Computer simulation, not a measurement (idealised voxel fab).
Process module heading - voxel transistor to metal
215 nm wide, 5 nm square cells: that's cross-section cut.
A cross-section is a grid of square cells, given in bands from the top down. A band is one or more rows of cells.
In this notation a band is specified by the heights of its top and bottom, in that order and in nm, after which its materials appear from left to right, each paired with its width in nm. The word "throughout" attached to a single material means that material fills the band from edge to edge; the word "empty" stands for empty space.
All heights in this document are referenced to 0, defined as the level beneath which the wafer, as received, consists entirely of one material. The lowest band is not bounded below; it extends indefinitely downward and is written in the form "0 nm and below".
The notation "30 to 40" denotes a width that varies across the rows of cells in the band, beginning at the first number in the top row, finishing at the second number in the bottom row, and changing by an identical amount from each row to the next.
Where the words "remains unaltered" appear for a step, the cross-section shows no cell changed by that step; every cell remained as before.
This entry, "Entrapped void list", enumerates those empty regions of no fewer than 8 cells that possess no open connection to the top. Each region is reported in the form width x height at distance, the distance being taken from the left edge, with all three quantities expressed in nm.
On a step's line, text after the settings is the simulator commenting on that step.
overlay nm: how far to the right of its planned place the mask lay on this masked step (negative: to the left).

-- Listed below are the process steps as planned
1: RECEIVE (material Si)
2: OXIDIZE (depth nm 5)
3: CONFORMAL_DEP (material SiN; thk nm 15)
4: MASKED_ETCH (tone cover; mask id ACTIVE; width nm 135; etch materials SiN; depth nm 15; overlay nm 0)
5: MASKED_ETCH (tone cover; mask id ACTIVE; width nm 135; etch materials SiO2; depth nm 5; overlay nm 0)
6: MASKED_ETCH (tone cover; mask id ACTIVE; width nm 135; etch materials Si; depth nm 35; overlay nm 0)
7: OXIDIZE (depth nm 5)
8: FILL_DEP (material SiO2; thk nm 5)
9: CMP (height nm 15)
10: SELECTIVE_ETCH (etch materials SiO2; depth nm 10)
11: STRIP (etch materials SiN)
12: SELECTIVE_ETCH (etch materials SiO2; depth nm 5)
13: OXIDIZE (depth nm 5)
14: DIRECTIONAL_DEP (material polySi; thk nm 25)
15: DIRECTIONAL_DEP (material SiCN; thk nm 10)
16: PATTERN (tone cover; mask id GATE; material resist; width nm 35; thk nm 15; overlay nm 0)
17: DIRECTIONAL_ETCH (etch materials SiCN; depth nm 20)
18: DIRECTIONAL_ETCH (etch materials polySi; depth nm 35)
19: STRIP (etch materials resist)
20: CONFORMAL_DEP (material SiO2; thk nm 5)
21: DIRECTIONAL_ETCH (etch materials SiO2; depth nm 5)
22: CONFORMAL_DEP (material SiN; thk nm 5)
23: DIRECTIONAL_ETCH (etch materials SiN; depth nm 5)
24: DIRECTIONAL_ETCH (etch materials SiO2; depth nm 5)
25: DIRECTIONAL_ETCH (etch materials Si; depth nm 5)
26: EPI (material pSi; thk nm 5)
27: FILL_DEP (material SiO2; thk nm 10)
28: CMP (height nm 20)
29: STRIP (etch materials polySi)
30: SELECTIVE_ETCH (etch materials SiO2; depth nm 5)
31: CONFORMAL_DEP (material HfO2; thk nm 5)
32: CONFORMAL_DEP (material TiN; thk nm 5)
33: FILL_DEP (material W; thk nm 5)
34: CMP (height nm 15)
35: DIRECTIONAL_DEP (material SiO2; thk nm 15)
36: MASKED_ETCH (tone open; mask id CONTACT; width nm 20; pitch nm 95; etch materials SiO2; depth nm 40; overlay nm 0)
37: CONFORMAL_DEP (material TiN; thk nm 5)
38: FILL_DEP (material Ru; thk nm 10)
39: CMP (height nm 30)
40: DIRECTIONAL_DEP (material TiN; thk nm 5)
41: DIRECTIONAL_DEP (material W; thk nm 20)
42: PATTERN (tone cover; mask id METAL_1; material resist; width nm 20; pitch nm 95; thk nm 15; overlay nm 0)
43: DIRECTIONAL_ETCH (etch materials W; depth nm 20)
44: DIRECTIONAL_ETCH (etch materials TiN; depth nm 5)
45: STRIP (etch materials resist)
46: CONFORMAL_DEP (material SiCN; thk nm 5)
47: FILL_DEP (material lowk; thk nm 5)
48: CMP (height nm 55)
49: CONFORMAL_DEP (material SiCN; thk nm 5)
50: DIRECTIONAL_DEP (material lowk; thk nm 25)
51: PATTERN (tone open; mask id METAL_2_HOLES; material resist; width nm 15; pitch nm 95; thk nm 20; overlay nm 0)
52: DIRECTIONAL_ETCH (etch materials lowk; depth nm 25)
53: STRIP (etch materials resist)
54: DIRECTIONAL_DEP (material aC; thk nm 10)
55: PATTERN (tone open; mask id METAL_2; material resist; width nm 20; pitch nm 95; thk nm 25; overlay nm 0)
56: DIRECTIONAL_ETCH (etch materials aC; depth nm 10)
57: STRIP (etch materials resist)
58: DIRECTIONAL_ETCH (etch materials lowk; depth nm 15)
59: DIRECTIONAL_ETCH (etch materials SiCN; depth nm 5)
60: STRIP (etch materials aC)
61: CONFORMAL_DEP (material TiN; thk nm 5)
62: FILL_DEP (material Ru; thk nm 5)
63: CMP (height nm 85)
64: CONFORMAL_DEP (material SiCN; thk nm 5)
Across this set of wafers, the varied parameter is the width nm of step 51. Starting conditions are identical for every wafer, and the plan reports the value assigned to the first wafer.

-- Cross-section of the first of several wafers on receipt, reflecting completion of step 1
- 0 nm and below = Si throughout
- Entrapped void list: none

-- The cross-section of the first of several wafers is given below for the end of the module, after its final step, step 64
- 90 nm to 85 nm = SiCN throughout
- 85 nm to 75 nm = 50 nm lowk, then 5 nm TiN, then 10 nm Ru, then 5 nm TiN, then 75 nm lowk, then 5 nm TiN, then 10 nm Ru, then 5 nm TiN, then 50 nm lowk
- 75 nm to 70 nm = 50 nm lowk, then 5 nm TiN, then 5 nm Ru, then 10 nm TiN, then 75 nm lowk, then 5 nm TiN, then 5 nm Ru, then 10 nm TiN, then 50 nm lowk
- 70 nm to 60 nm = 50 nm lowk, then 5 nm TiN, then 5 nm Ru, then 5 nm TiN, then 80 nm lowk, then 5 nm TiN, then 5 nm Ru, then 5 nm TiN, then 55 nm lowk
- 60 nm to 55 nm = 50 nm SiCN, then 15 nm TiN, then 80 nm SiCN, then 15 nm TiN, then 55 nm SiCN
- 55 nm to 35 nm = 45 nm lowk, then 5 nm SiCN, then 20 nm W, then 5 nm SiCN, then 65 nm lowk, then 5 nm SiCN, then 20 nm W, then 5 nm SiCN, then 45 nm lowk
- 35 nm to 30 nm = 50 nm SiCN, then 20 nm TiN, then 75 nm SiCN, then 20 nm TiN, then 50 nm SiCN
- 30 nm to 15 nm = 50 nm SiO2, then 5 nm TiN, then 10 nm Ru, then 5 nm TiN, then 75 nm SiO2, then 5 nm TiN, then 10 nm Ru, then 5 nm TiN, then 50 nm SiO2
- 15 nm to 0 nm = 50 nm SiO2, then 5 nm TiN, then 10 nm Ru, then 5 nm TiN, then 10 nm SiO2, then 5 nm SiN, then 5 nm HfO2, then 5 nm TiN, then 25 nm W, then 5 nm TiN, then 5 nm HfO2, then 5 nm SiN, then 10 nm SiO2, then 5 nm TiN, then 10 nm Ru, then 5 nm TiN, then 50 nm SiO2
- 0 nm to -5 nm = 40 nm SiO2, then 5 nm SiN, then 5 nm SiO2, then 5 nm TiN, then 10 nm Ru, then 5 nm TiN, then 10 nm SiO2, then 5 nm SiN, then 5 nm HfO2, then 35 nm TiN, then 5 nm HfO2, then 5 nm SiN, then 10 nm SiO2, then 5 nm TiN, then 10 nm Ru, then 5 nm TiN, then 5 nm SiO2, then 5 nm SiN, then 40 nm SiO2
- -5 nm to -10 nm = 50 nm SiO2, then 20 nm TiN, then 5 nm SiO2, then 5 nm pSi, then 5 nm SiO2, then 45 nm HfO2, then 5 nm SiO2, then 5 nm pSi, then 5 nm SiO2, then 20 nm TiN, then 50 nm SiO2
- -10 nm to -15 nm = 45 nm SiO2, then 35 nm pSi, then 55 nm Si, then 35 nm pSi, then 45 nm SiO2
- -15 nm to -45 nm = 45 nm SiO2, then 125 nm Si, then 45 nm SiO2
- -45 nm and below = Si throughout
- Entrapped void list: none

-- Last-wafer cross-section at the end of the module
- 90 nm to 85 nm = SiCN throughout
- 85 nm to 65 nm = 45 nm lowk, then 5 nm TiN, then 20 nm Ru, then 5 nm TiN, then 65 nm lowk, then 5 nm TiN, then 20 nm Ru, then 5 nm TiN, then 45 nm lowk
- 65 nm to 60 nm = 45 nm lowk, then 10 nm TiN, then 10 nm Ru, then 10 nm TiN, then 65 nm lowk, then 10 nm TiN, then 10 nm Ru, then 10 nm TiN, then 45 nm lowk
- 60 nm to 55 nm = 50 nm SiCN, then 20 nm TiN, then 75 nm SiCN, then 20 nm TiN, then 50 nm SiCN
- 55 nm to 35 nm = 45 nm lowk, then 5 nm SiCN, then 20 nm W, then 5 nm SiCN, then 65 nm lowk, then 5 nm SiCN, then 20 nm W, then 5 nm SiCN, then 45 nm lowk
- 35 nm to 30 nm = 50 nm SiCN, then 20 nm TiN, then 75 nm SiCN, then 20 nm TiN, then 50 nm SiCN
- 30 nm to 15 nm = 50 nm SiO2, then 5 nm TiN, then 10 nm Ru, then 5 nm TiN, then 75 nm SiO2, then 5 nm TiN, then 10 nm Ru, then 5 nm TiN, then 50 nm SiO2
- 15 nm to 0 nm = 50 nm SiO2, then 5 nm TiN, then 10 nm Ru, then 5 nm TiN, then 10 nm SiO2, then 5 nm SiN, then 5 nm HfO2, then 5 nm TiN, then 25 nm W, then 5 nm TiN, then 5 nm HfO2, then 5 nm SiN, then 10 nm SiO2, then 5 nm TiN, then 10 nm Ru, then 5 nm TiN, then 50 nm SiO2
- 0 nm to -5 nm = 40 nm SiO2, then 5 nm SiN, then 5 nm SiO2, then 5 nm TiN, then 10 nm Ru, then 5 nm TiN, then 10 nm SiO2, then 5 nm SiN, then 5 nm HfO2, then 35 nm TiN, then 5 nm HfO2, then 5 nm SiN, then 10 nm SiO2, then 5 nm TiN, then 10 nm Ru, then 5 nm TiN, then 5 nm SiO2, then 5 nm SiN, then 40 nm SiO2
- -5 nm to -10 nm = 50 nm SiO2, then 20 nm TiN, then 5 nm SiO2, then 5 nm pSi, then 5 nm SiO2, then 45 nm HfO2, then 5 nm SiO2, then 5 nm pSi, then 5 nm SiO2, then 20 nm TiN, then 50 nm SiO2
- -10 nm to -15 nm = 45 nm SiO2, then 35 nm pSi, then 55 nm Si, then 35 nm pSi, then 45 nm SiO2
- -15 nm to -45 nm = 45 nm SiO2, then 125 nm Si, then 45 nm SiO2
- -45 nm and below = Si throughout
- Entrapped void list: none

-- Gained (+) or lost (-) cells of each material since receipt, then closed voids: one row per wafer, at the end of the module
width nm 15 | +17 HfO2 | +42 Ru | -226 Si | +131 SiCN | +10 SiN | +349 SiO2 | +85 TiN | +47 W | +303 lowk | +16 pSi | Entrapped void list: none
width nm 20 | +17 HfO2 | +48 Ru | -226 Si | +129 SiCN | +10 SiN | +349 SiO2 | +85 TiN | +47 W | +299 lowk | +16 pSi | Entrapped void list: none
width nm 25 | +17 HfO2 | +56 Ru | -226 Si | +129 SiCN | +10 SiN | +349 SiO2 | +87 TiN | +47 W | +289 lowk | +16 pSi | Entrapped void list: none
width nm 30 | +17 HfO2 | +64 Ru | -226 Si | +129 SiCN | +10 SiN | +349 SiO2 | +89 TiN | +47 W | +279 lowk | +16 pSi | Entrapped void list: none
